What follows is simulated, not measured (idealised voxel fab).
Module name: voxel capacitor over wiring (process module)
For reference, the cross-section in this document is cut, with width 180 nm and square cells of 5 nm.
Notation: cross-section as square-cell grid; stated in bands, top first, going down; one or more cell rows per band.
In this notation a band is specified by the heights of its top and bottom, in that order and in nm, after which its materials appear from left to right, each paired with its width in nm. The word "all across" attached to a single material means that material fills the band from edge to edge; the word "empty" stands for empty space.
Below 0: as-received wafer, all one material; heights counted from there. Lowest band: no bottom, goes on down, written "0 down".
Think of "30->40" as a width that walks from the first number to the second as you go down the band, top row to bottom row, taking equal-sized steps from row to row.
"left unchanged" -> step changed no cross-section cell.
The label "Closed cavity list" introduces a list of the empty spaces, 8 cells or larger, that have no open way up to the top; each entry in it reads width x height at distance, where the distance is taken from the left edge and all three are stated in nm.
Where a step's line continues beyond its settings, the continuation is a remark by the simulator itself on that step.
overlay nm: mask right of planned place by this much (step with mask). Neg. = left.
**Steps in the process plan**
1,RECEIVE,material Si
2,CONFORMAL_DEP,material SiO2,thk nm 10
3,CONFORMAL_DEP,material SiN,thk nm 5
4,DIRECTIONAL_DEP,material lowk,thk nm 15
5,DIRECTIONAL_DEP,material aC,thk nm 10
6,PATTERN,tone open,mask id METAL_1,material resist,width nm 20,pitch nm 80,thk nm 30,overlay nm 0
7,DIRECTIONAL_ETCH,etch materials aC,depth nm 10
8,STRIP,etch materials resist
9,DIRECTIONAL_ETCH,etch materials lowk,depth nm 15
10,DIRECTIONAL_ETCH,etch materials SiN,depth nm 5
11,STRIP,etch materials aC
12,CONFORMAL_DEP,material TiN,thk nm 5
13,FILL_DEP,material W,thk nm 10
14,CMP,height nm 30
15,EPI,material Ru,thk nm 5
16,FILL_DEP,material SiCN,thk nm 5
17,DIRECTIONAL_DEP,material lowk,thk nm 20
18,MASKED_ETCH,tone open,mask id PLUG_1,width nm 15,etch materials lowk,depth nm 20,overlay nm 0
19,MASKED_ETCH,tone open,mask id PLUG_1,width nm 15,etch materials SiCN,depth nm 5,overlay nm 0
20,CONFORMAL_DEP,material TiN,thk nm 5
21,FILL_DEP,material Cu,thk nm 10
22,CMP,height nm 60
23,DIRECTIONAL_DEP,material TiN,thk nm 10
24,DIRECTIONAL_DEP,material Al2O3,thk nm 5
25,DIRECTIONAL_DEP,material TiN,thk nm 10
26,DIRECTIONAL_DEP,material aC,thk nm 10
27,PATTERN,tone cover,mask id UPPER_PLATE,material resist,width nm 65,thk nm 30,overlay nm 0
28,DIRECTIONAL_ETCH,etch materials aC,depth nm 10
29,STRIP,etch materials resist
30,DIRECTIONAL_ETCH,etch materials TiN,depth nm 10
31,DIRECTIONAL_ETCH,etch materials Al2O3,depth nm 5
32,STRIP,etch materials aC
33,DIRECTIONAL_DEP,material aC,thk nm 15
34,PATTERN,tone cover,mask id LOWER_PLATE,material resist,width nm 75,thk nm 30,overlay nm 0
35,DIRECTIONAL_ETCH,etch materials aC,depth nm 15
36,STRIP,etch materials resist
37,DIRECTIONAL_ETCH,etch materials TiN,depth nm 10
38,STRIP,etch materials aC
39,FILL_DEP,material SiO2,thk nm 15
40,CMP,height nm 95
41,MASKED_ETCH,tone open,mask id PLUG_2,width nm 15,etch materials SiO2,depth nm 10,overlay nm 0
42,CONFORMAL_DEP,material TiN,thk nm 5
43,FILL_DEP,material W,thk nm 10
44,CMP,height nm 95
45,CONFORMAL_DEP,material SiCN,thk nm 5
**Of two wafers, the first: run according to plan**
**The cross-section here shows the wafer as received, i.e. in its state after step 1**
0 down | Si all across
Closed cavity list: none
**Wafer xsec, post step 2**
10 to 0 | SiO2 all across
Beneath the level 0, the cross-section is identical to its previous state.
**Wafer xsec, post step 3**
15 to 10 | SiN all across
Beneath the level 10, the cross-section is identical to its previous state.
**Wafer xsec, post step 4**
30 to 15 | lowk all across
Beneath the level 15, the cross-section is identical to its previous state.
**Wafer xsec, post step 5**
40 to 30 | aC all across
Beneath the level 30, the cross-section is identical to its previous state.
**Wafer xsec, post step 6**
70 to 40 | resist 40, then empty 20, then resist 60, then empty 20, then resist 40
Beneath the level 40, the cross-section is identical to its previous state.
**Wafer xsec, post step 7**
60 to 40 | resist 40, then empty 20, then resist 60, then empty 20, then resist 40
40 to 30 | aC 40, then empty 20, then aC 60, then empty 20, then aC 40
Beneath the level 30, the cross-section is identical to its previous state.
**Wafer xsec, post step 8**
40 to 30 | aC 40, then empty 20, then aC 60, then empty 20, then aC 40
Beneath the level 30, the cross-section is identical to its previous state.
**Wafer xsec, post step 9**
40 to 30 | aC 40, then empty 20, then aC 60, then empty 20, then aC 40
30 to 15 | lowk 40, then empty 20, then lowk 60, then empty 20, then lowk 40
Beneath the level 15, the cross-section is identical to its previous state.
**Wafer xsec, post step 10**
40 to 30 | aC 40, then empty 20, then aC 60, then empty 20, then aC 40
30 to 15 | lowk 40, then empty 20, then lowk 60, then empty 20, then lowk 40
15 to 10 | SiN 40, then empty 20, then SiN 60, then empty 20, then SiN 40
Beneath the level 10, the cross-section is identical to its previous state.
**Wafer xsec, post step 11**
30 to 15 | lowk 40, then empty 20, then lowk 60, then empty 20, then lowk 40
Beneath the level 15, the cross-section is identical to its previous state.
**Wafer xsec, post step 12**
35 to 30 | TiN 45, then empty 10, then TiN 70, then empty 10, then TiN 45
30 to 15 | lowk 40, then TiN 5, then empty 10, then TiN 5, then lowk 60, then TiN 5, then empty 10, then TiN 5, then lowk 40
15 to 10 | SiN 40, then TiN 20, then SiN 60, then TiN 20, then SiN 40
Beneath the level 10, the cross-section is identical to its previous state.
**Wafer xsec, post step 13**
45 to 35 | W all across
35 to 30 | TiN 45, then W 10, then TiN 70, then W 10, then TiN 45
30 to 15 | lowk 40, then TiN 5, then W 10, then TiN 5, then lowk 60, then TiN 5, then W 10, then TiN 5, then lowk 40
Beneath the level 15, the cross-section is identical to its previous state.
**Wafer xsec, post step 14**
30 to 15 | lowk 40, then TiN 5, then W 10, then TiN 5, then lowk 60, then TiN 5, then W 10, then TiN 5, then lowk 40
Beneath the level 15, the cross-section is identical to its previous state.
**Wafer xsec, post step 15**
35 to 30 | empty 35, then Ru 30, then empty 50, then Ru 30, then empty 35
Beneath the level 30, the cross-section is identical to its previous state.
**Wafer xsec, post step 16**
40 to 35 | SiCN all across
35 to 30 | SiCN 35, then Ru 30, then SiCN 50, then Ru 30, then SiCN 35
Beneath the level 30, the cross-section is identical to its previous state.
**Wafer xsec, post step 17**
60 to 40 | lowk all across
Beneath the level 40, the cross-section is identical to its previous state.
**Wafer xsec, post step 18**
60 to 40 | lowk 45, then empty 15, then lowk 120
Beneath the level 40, the cross-section is identical to its previous state.
**Wafer xsec, post step 19**
60 to 40 | lowk 45, then empty 15, then lowk 120
40 to 35 | SiCN 45, then empty 15, then SiCN 120
Beneath the level 35, the cross-section is identical to its previous state.
**Wafer xsec, post step 20**
65 to 60 | TiN 50, then empty 5, then TiN 125
60 to 40 | lowk 45, then TiN 5, then empty 5, then TiN 5, then lowk 120
40 to 35 | SiCN 45, then TiN 15, then SiCN 120
Beneath the level 35, the cross-section is identical to its previous state.
**Wafer xsec, post step 21**
75 to 65 | Cu all across
65 to 60 | TiN 50, then Cu 5, then TiN 125
60 to 40 | lowk 45, then TiN 5, then Cu 5, then TiN 5, then lowk 120
Beneath the level 40, the cross-section is identical to its previous state.
**Wafer xsec, post step 22**
60 to 40 | lowk 45, then TiN 5, then Cu 5, then TiN 5, then lowk 120
Beneath the level 40, the cross-section is identical to its previous state.
**Wafer xsec, post step 23**
70 to 60 | TiN all across
Beneath the level 60, the cross-section is identical to its previous state.
**Wafer xsec, post step 24**
75 to 70 | Al2O3 all across
Beneath the level 70, the cross-section is identical to its previous state.
**Wafer xsec, post step 25**
85 to 75 | TiN all across
Beneath the level 75, the cross-section is identical to its previous state.
**Wafer xsec, post step 26**
95 to 85 | aC all across
Beneath the level 85, the cross-section is identical to its previous state.
**Wafer xsec, post step 27**
125 to 95 | empty 45, then resist 65, then empty 70
Beneath the level 95, the cross-section is identical to its previous state.
**Wafer xsec, post step 28**
115 to 95 | empty 45, then resist 65, then empty 70
95 to 85 | empty 45, then aC 65, then empty 70
Beneath the level 85, the cross-section is identical to its previous state.
**Wafer xsec, post step 29**
95 to 85 | empty 45, then aC 65, then empty 70
Beneath the level 85, the cross-section is identical to its previous state.
**Wafer xsec, post step 30**
95 to 85 | empty 45, then aC 65, then empty 70
85 to 75 | empty 45, then TiN 65, then empty 70
Beneath the level 75, the cross-section is identical to its previous state.
**Wafer xsec, post step 31**
95 to 85 | empty 45, then aC 65, then empty 70
85 to 75 | empty 45, then TiN 65, then empty 70
75 to 70 | empty 45, then Al2O3 65, then empty 70
Beneath the level 70, the cross-section is identical to its previous state.
**Wafer xsec, post step 32**
85 to 75 | empty 45, then TiN 65, then empty 70
Beneath the level 75, the cross-section is identical to its previous state.
**Wafer xsec, post step 33**
100 to 85 | empty 45, then aC 65, then empty 70
85 to 75 | aC 45, then TiN 65, then aC 70
75 to 70 | aC 45, then Al2O3 65, then aC 70
Beneath the level 70, the cross-section is identical to its previous state.
**Wafer xsec, post step 34**
130 to 100 | empty 40, then resist 75, then empty 65
100 to 85 | empty 40, then resist 5, then aC 65, then resist 5, then empty 65
Beneath the level 85, the cross-section is identical to its previous state.
**Wafer xsec, post step 35**
115 to 100 | empty 40, then resist 75, then empty 65
100 to 85 | empty 40, then resist 5, then aC 65, then resist 5, then empty 65
85 to 75 | empty 40, then aC 5, then TiN 65, then aC 5, then empty 65
75 to 70 | empty 40, then aC 5, then Al2O3 65, then aC 5, then empty 65
Beneath the level 70, the cross-section is identical to its previous state.
**Wafer xsec, post step 36**
100 to 85 | empty 45, then aC 65, then empty 70
Beneath the level 85, the cross-section is identical to its previous state.
**Wafer xsec, post step 37**
100 to 85 | empty 45, then aC 65, then empty 70
85 to 75 | empty 40, then aC 5, then TiN 65, then aC 5, then empty 65
75 to 70 | empty 40, then aC 5, then Al2O3 65, then aC 5, then empty 65
70 to 60 | empty 40, then TiN 75, then empty 65
Beneath the level 60, the cross-section is identical to its previous state.
**Wafer xsec, post step 38**
85 to 75 | empty 45, then TiN 65, then empty 70
75 to 70 | empty 45, then Al2O3 65, then empty 70
Beneath the level 70, the cross-section is identical to its previous state.
**Wafer xsec, post step 39**
100 to 85 | SiO2 all across
85 to 75 | SiO2 45, then TiN 65, then SiO2 70
75 to 70 | SiO2 45, then Al2O3 65, then SiO2 70
70 to 60 | SiO2 40, then TiN 75, then SiO2 65
Beneath the level 60, the cross-section is identical to its previous state.
**Wafer xsec, post step 40**
95 to 85 | SiO2 all across
Beneath the level 85, the cross-section is identical to its previous state.
**Wafer xsec, post step 41**
95 to 85 | SiO2 55, then empty 15, then SiO2 110
Beneath the level 85, the cross-section is identical to its previous state.
**Wafer xsec, post step 42**
100 to 95 | TiN 60, then empty 5, then TiN 115
95 to 90 | SiO2 55, then TiN 5, then empty 5, then TiN 5, then SiO2 110
90 to 85 | SiO2 55, then TiN 15, then SiO2 110
Beneath the level 85, the cross-section is identical to its previous state.
**Wafer xsec, post step 43**
110 to 100 | W all across
100 to 95 | TiN 60, then W 5, then TiN 115
95 to 90 | SiO2 55, then TiN 5, then W 5, then TiN 5, then SiO2 110
Beneath the level 90, the cross-section is identical to its previous state.
**Wafer xsec, post step 44**
95 to 90 | SiO2 55, then TiN 5, then W 5, then TiN 5, then SiO2 110
Beneath the level 90, the cross-section is identical to its previous state.
**Wafer xsec, post step 45**
100 to 95 | SiCN all across
Beneath the level 95, the cross-section is identical to its previous state.
**Second wafer. Start and plan as for the first. One mistake made in running. Agrees with the first up to and including step 5**
**The second wafer in cross-section, at the planned close of step 6**
70 to 40 | empty 40, then resist 20, then empty 60, then resist 20, then empty 40
Beneath the level 40, the cross-section is identical to its previous state.
**The second wafer in cross-section, at the planned close of step 7**
60 to 40 | empty 40, then resist 20, then empty 60, then resist 20, then empty 40
40 to 30 | empty 40, then aC 20, then empty 60, then aC 20, then empty 40
Beneath the level 30, the cross-section is identical to its previous state.
**The second wafer in cross-section, at the planned close of step 8**
40 to 30 | empty 40, then aC 20, then empty 60, then aC 20, then empty 40
Beneath the level 30, the cross-section is identical to its previous state.
**The second wafer in cross-section, at the planned close of step 9**
40 to 30 | empty 40, then aC 20, then empty 60, then aC 20, then empty 40
30 to 15 | empty 40, then lowk 20, then empty 60, then lowk 20, then empty 40
Beneath the level 15, the cross-section is identical to its previous state.
**The second wafer in cross-section, at the planned close of step 10**
40 to 30 | empty 40, then aC 20, then empty 60, then aC 20, then empty 40
30 to 15 | empty 40, then lowk 20, then empty 60, then lowk 20, then empty 40
15 to 10 | empty 40, then SiN 20, then empty 60, then SiN 20, then empty 40
Beneath the level 10, the cross-section is identical to its previous state.
**The second wafer in cross-section, at the planned close of step 11**
30 to 15 | empty 40, then lowk 20, then empty 60, then lowk 20, then empty 40
Beneath the level 15, the cross-section is identical to its previous state.
**The second wafer in cross-section, at the planned close of step 12**
35 to 30 | empty 35, then TiN 30, then empty 50, then TiN 30, then empty 35
30 to 15 | empty 35, then TiN 5, then lowk 20, then TiN 5, then empty 50, then TiN 5, then lowk 20, then TiN 5, then empty 35
15 to 10 | TiN 40, then SiN 20, then TiN 60, then SiN 20, then TiN 40
Beneath the level 10, the cross-section is identical to its previous state.
**The second wafer in cross-section, at the planned close of step 13**
45 to 35 | W all across
35 to 30 | W 35, then TiN 30, then W 50, then TiN 30, then W 35
30 to 15 | W 35, then TiN 5, then lowk 20, then TiN 5, then W 50, then TiN 5, then lowk 20, then TiN 5, then W 35
Beneath the level 15, the cross-section is identical to its previous state.
**The second wafer in cross-section, at the planned close of step 14**
30 to 15 | W 35, then TiN 5, then lowk 20, then TiN 5, then W 50, then TiN 5, then lowk 20, then TiN 5, then W 35
Beneath the level 15, the cross-section is identical to its previous state.
**The second wafer in cross-section, at the planned close of step 15**
35 to 30 | Ru 45, then empty 10, then Ru 70, then empty 10, then Ru 45
Beneath the level 30, the cross-section is identical to its previous state.
**The second wafer in cross-section, at the planned close of step 16**
40 to 35 | SiCN all across
35 to 30 | Ru 45, then SiCN 10, then Ru 70, then SiCN 10, then Ru 45
Beneath the level 30, the cross-section is identical to its previous state.
**The second wafer in cross-section, at the planned close of step 17**
60 to 40 | lowk all across
Beneath the level 40, the cross-section is identical to its previous state.
**The second wafer in cross-section, at the planned close of step 18**
60 to 40 | lowk 45, then empty 15, then lowk 120
Beneath the level 40, the cross-section is identical to its previous state.
**The second wafer in cross-section, at the planned close of step 19**
60 to 40 | lowk 45, then empty 15, then lowk 120
40 to 35 | SiCN 45, then empty 15, then SiCN 120
Beneath the level 35, the cross-section is identical to its previous state.
**The second wafer in cross-section, at the planned close of step 20**
65 to 60 | TiN 50, then empty 5, then TiN 125
60 to 40 | lowk 45, then TiN 5, then empty 5, then TiN 5, then lowk 120
40 to 35 | SiCN 45, then TiN 15, then SiCN 120
Beneath the level 35, the cross-section is identical to its previous state.
**The second wafer in cross-section, at the planned close of step 21**
75 to 65 | Cu all across
65 to 60 | TiN 50, then Cu 5, then TiN 125
60 to 40 | lowk 45, then TiN 5, then Cu 5, then TiN 5, then lowk 120
Beneath the level 40, the cross-section is identical to its previous state.
**The second wafer in cross-section, at the planned close of step 22**
60 to 40 | lowk 45, then TiN 5, then Cu 5, then TiN 5, then lowk 120
Beneath the level 40, the cross-section is identical to its previous state.
**The second wafer in cross-section, at the planned close of step 23**
70 to 60 | TiN all across
Beneath the level 60, the cross-section is identical to its previous state.
**The second wafer in cross-section, at the planned close of step 24**
75 to 70 | Al2O3 all across
Beneath the level 70, the cross-section is identical to its previous state.
**The second wafer in cross-section, at the planned close of step 25**
85 to 75 | TiN all across
Beneath the level 75, the cross-section is identical to its previous state.
**The second wafer in cross-section, at the planned close of step 26**
95 to 85 | aC all across
Beneath the level 85, the cross-section is identical to its previous state.
**The second wafer in cross-section, at the planned close of step 27**
125 to 95 | empty 45, then resist 65, then empty 70
Beneath the level 95, the cross-section is identical to its previous state.
**The second wafer in cross-section, at the planned close of step 28**
115 to 95 | empty 45, then resist 65, then empty 70
95 to 85 | empty 45, then aC 65, then empty 70
Beneath the level 85, the cross-section is identical to its previous state.
**The second wafer in cross-section, at the planned close of step 29**
95 to 85 | empty 45, then aC 65, then empty 70
Beneath the level 85, the cross-section is identical to its previous state.
**The second wafer in cross-section, at the planned close of step 30**
95 to 85 | empty 45, then aC 65, then empty 70
85 to 75 | empty 45, then TiN 65, then empty 70
Beneath the level 75, the cross-section is identical to its previous state.
**The second wafer in cross-section, at the planned close of step 31**
95 to 85 | empty 45, then aC 65, then empty 70
85 to 75 | empty 45, then TiN 65, then empty 70
75 to 70 | empty 45, then Al2O3 65, then empty 70
Beneath the level 70, the cross-section is identical to its previous state.
**The second wafer in cross-section, at the planned close of step 32**
85 to 75 | empty 45, then TiN 65, then empty 70
Beneath the level 75, the cross-section is identical to its previous state.
**The second wafer in cross-section, at the planned close of step 33**
100 to 85 | empty 45, then aC 65, then empty 70
85 to 75 | aC 45, then TiN 65, then aC 70
75 to 70 | aC 45, then Al2O3 65, then aC 70
Beneath the level 70, the cross-section is identical to its previous state.
**The second wafer in cross-section, at the planned close of step 34**
130 to 100 | empty 40, then resist 75, then empty 65
100 to 85 | empty 40, then resist 5, then aC 65, then resist 5, then empty 65
Beneath the level 85, the cross-section is identical to its previous state.
**The second wafer in cross-section, at the planned close of step 35**
115 to 100 | empty 40, then resist 75, then empty 65
100 to 85 | empty 40, then resist 5, then aC 65, then resist 5, then empty 65
85 to 75 | empty 40, then aC 5, then TiN 65, then aC 5, then empty 65
75 to 70 | empty 40, then aC 5, then Al2O3 65, then aC 5, then empty 65
Beneath the level 70, the cross-section is identical to its previous state.
**The second wafer in cross-section, at the planned close of step 36**
100 to 85 | empty 45, then aC 65, then empty 70
Beneath the level 85, the cross-section is identical to its previous state.
**The second wafer in cross-section, at the planned close of step 37**
100 to 85 | empty 45, then aC 65, then empty 70
85 to 75 | empty 40, then aC 5, then TiN 65, then aC 5, then empty 65
75 to 70 | empty 40, then aC 5, then Al2O3 65, then aC 5, then empty 65
70 to 60 | empty 40, then TiN 75, then empty 65
Beneath the level 60, the cross-section is identical to its previous state.
**The second wafer in cross-section, at the planned close of step 38**
85 to 75 | empty 45, then TiN 65, then empty 70
75 to 70 | empty 45, then Al2O3 65, then empty 70
Beneath the level 70, the cross-section is identical to its previous state.
**The second wafer in cross-section, at the planned close of step 39**
100 to 85 | SiO2 all across
85 to 75 | SiO2 45, then TiN 65, then SiO2 70
75 to 70 | SiO2 45, then Al2O3 65, then SiO2 70
70 to 60 | SiO2 40, then TiN 75, then SiO2 65
Beneath the level 60, the cross-section is identical to its previous state.
**The second wafer in cross-section, at the planned close of step 40**
95 to 85 | SiO2 all across
Beneath the level 85, the cross-section is identical to its previous state.
**The second wafer in cross-section, at the planned close of step 41**
95 to 85 | SiO2 55, then empty 15, then SiO2 110
Beneath the level 85, the cross-section is identical to its previous state.
**The second wafer in cross-section, at the planned close of step 42**
100 to 95 | TiN 60, then empty 5, then TiN 115
95 to 90 | SiO2 55, then TiN 5, then empty 5, then TiN 5, then SiO2 110
90 to 85 | SiO2 55, then TiN 15, then SiO2 110
Beneath the level 85, the cross-section is identical to its previous state.
**The second wafer in cross-section, at the planned close of step 43**
110 to 100 | W all across
100 to 95 | TiN 60, then W 5, then TiN 115
95 to 90 | SiO2 55, then TiN 5, then W 5, then TiN 5, then SiO2 110
Beneath the level 90, the cross-section is identical to its previous state.
**The second wafer in cross-section, at the planned close of step 44**
95 to 90 | SiO2 55, then TiN 5, then W 5, then TiN 5, then SiO2 110
Beneath the level 90, the cross-section is identical to its previous state.
**The second wafer in cross-section, at the planned close of step 45**
100 to 95 | SiCN all across
Beneath the level 95, the cross-section is identical to its previous state.
Deviation from plan: rather than as planned, step 6 actually ran as PATTERN,tone cover,mask id METAL_1,material resist,width nm 20,pitch nm 80,thk nm 30,overlay nm 0
Looking at both finished wafers in cells, the second ends up ahead of or behind the first on some materials: Ru: 20 more; SiCN: 20 fewer; SiN: 20 fewer; TiN: 20 more; W: 60 more; lowk: 60 fewer
